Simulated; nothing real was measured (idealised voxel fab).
Documented hereafter: the process module known as voxel tone inversion.
Xsec cut, 165 nm wide, square cell size 5 nm.
A cross-section is a grid of square cells, given in bands from the top down. A band is one or more rows of cells. What a band's entry tells you: where the top is and where the bottom is, as heights in nm, and after that what lies inside, material by material from left to right, each with its width in nm. Empty space is written as the word "air", and a single material marked with the word "edge to edge" occupies the band from edge to edge. Where do heights start? At 0: under that level the wafer as delivered is made of one material only. And the lowest band has no floor; it just carries on downward, as in "0 down". You'd read "30->40" like this: the band's top row of cells is as wide as the first number, its bottom row is as wide as the second, and going down, every row changes width by the same amount as the row before did. Given "nothing got changed" for a step, no cell of the cross-section differs between before and after that step. Look at "Cavities, closed" for the closed voids: empty spaces with no open path to the top, sized 8 cells or up. Each is width x height at distance, distance from the left edge, all nm. It should be noted that, on the line of a given step, the content following the step's settings is a remark produced by the simulator itself with respect to that step. overlay nm: mask right of planned place by this much (step with mask). Neg. = left.

Process steps (planned)
1 op RECEIVE | material Si
2 op CONFORMAL_DEP | material SiCN | thk nm 5
3 op DIRECTIONAL_DEP | material polySi | thk nm 15
4 op PATTERN | tone cover | mask id POSTS | material resist | width nm 15 | pitch nm 40 | thk nm 20 | overlay nm 0
5 op DIRECTIONAL_ETCH | etch materials polySi | depth nm 15
6 op STRIP | etch materials resist
7 op FILL_DEP | material SiO2 | thk nm 5
8 op CMP | height nm 20
9 op STRIP | etch materials polySi

So this is the incoming wafer in cross-section - it's already been through step 1
  0 down  Si edge to edge
  Cavities, closed: none

Starting structure and process plan are as shown above, but one mistake was made in running the module; the wafer cross-section at the end of the module follows
  20 to 5  SiO2 50 nm | air 15 nm | SiO2 25 nm | air 15 nm | SiO2 60 nm
  5 to 0  SiCN edge to edge
  0 down  Si edge to edge
  Cavities, closed: none
Run error: rather than as planned, step 4 actually ran as op PATTERN | tone cover | mask id POSTS | material resist | width nm 15 | pitch nm 40 | thk nm 20 | overlay nm -5
